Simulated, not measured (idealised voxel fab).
Process module name: voxel double patterning
FYI the section here is cut, 220 nm wide, cells are 5 nm squares.
When this document writes out a cross-section, it uses a grid of square cells and lists it as bands, beginning at the top and moving down, with a band standing for one or more rows of cells.
Look at the band entry: it leads with the top's height and the bottom's height in nm. Then it lists the materials left to right, with a width in nm for each. The word "edge to edge" on a single material says that material fills the band edge to edge. The word "empty" is empty space.
Height is counted from the level 0, under which the received wafer is composed throughout of one material. The lowest of the bands is not closed at the bottom but continues downward, in the notation "top 0, no bottom".
Read "30..40" as a graded width: first number on top, second number at the bottom, same change between each pair of neighbouring rows.
Reading "no modification" for a step: not a cell of the cross-section changed in it.
So "Sealed internal voids" is basically the list of trapped voids: any empty space of 8 cells or more that can't reach the top through an opening. They're written width x height at distance, the distance being from the left edge, and it's all nm.
On a step's line, text after the settings is the simulator commenting on that step.
The line of a step may include "overlay nm". On a step with a mask, this value is how far to the right of its planned place the mask lay. A negative value means the mask lay to the left.
Listed below are the process steps as planned
step 1: RECEIVE: material Si
step 2: CONFORMAL_DEP: material SiO2, thk nm 10
step 3: DIRECTIONAL_DEP: material W, thk nm 15
step 4: DIRECTIONAL_DEP: material SiCN, thk nm 5
step 5: DIRECTIONAL_DEP: material aC, thk nm 10
step 6: PATTERN: tone open, mask id FIRST, material resist, width nm 15, pitch nm 50, thk nm 25, overlay nm 0
step 7: DIRECTIONAL_ETCH: etch materials aC, depth nm 10
step 8: STRIP: etch materials resist
step 9: DIRECTIONAL_ETCH: etch materials SiCN, depth nm 5
step 10: STRIP: etch materials aC
step 11: DIRECTIONAL_DEP: material aC, thk nm 10
step 12: PATTERN: tone open, mask id SECOND, material resist, width nm 15, pitch nm 50, thk nm 30, overlay nm 0
step 13: DIRECTIONAL_ETCH: etch materials aC, depth nm 10
step 14: STRIP: etch materials resist
step 15: DIRECTIONAL_ETCH: etch materials SiCN, depth nm 5
step 16: STRIP: etch materials aC
step 17: DIRECTIONAL_ETCH: etch materials W, depth nm 15
step 18: STRIP: etch materials SiCN
Step 1 complete: cross-section of the wafer as received
  top 0, no bottom  Si edge to edge
  Sealed internal voids: none
As-planned run: cross-section of the first of two wafers at end of module
  top 25, bottom 10  W: 50 | empty: 15 | W: 10 | empty: 15 | W: 10 | empty: 15 | W: 10 | empty: 15 | W: 10 | empty: 15 | W: 55
  top 10, bottom 0  SiO2 edge to edge
  top 0, no bottom  Si edge to edge
  Sealed internal voids: none
Here is the second of the two wafers cut open at the end of the module - same start, same plan as the first one, but we made one mistake running it
  top 25, bottom 15  SiO2 edge to edge
  top 15, bottom 0  W edge to edge
  top 0, no bottom  Si edge to edge
  Sealed internal voids: none
Against the plan, the run slipped here: the run placed steps 2 and 3 each in the position the plan gave to the other
It is noted that, at the conclusion of processing, the second wafer exhibits a higher or lower cell count for certain materials relative to the first: W: 45 more
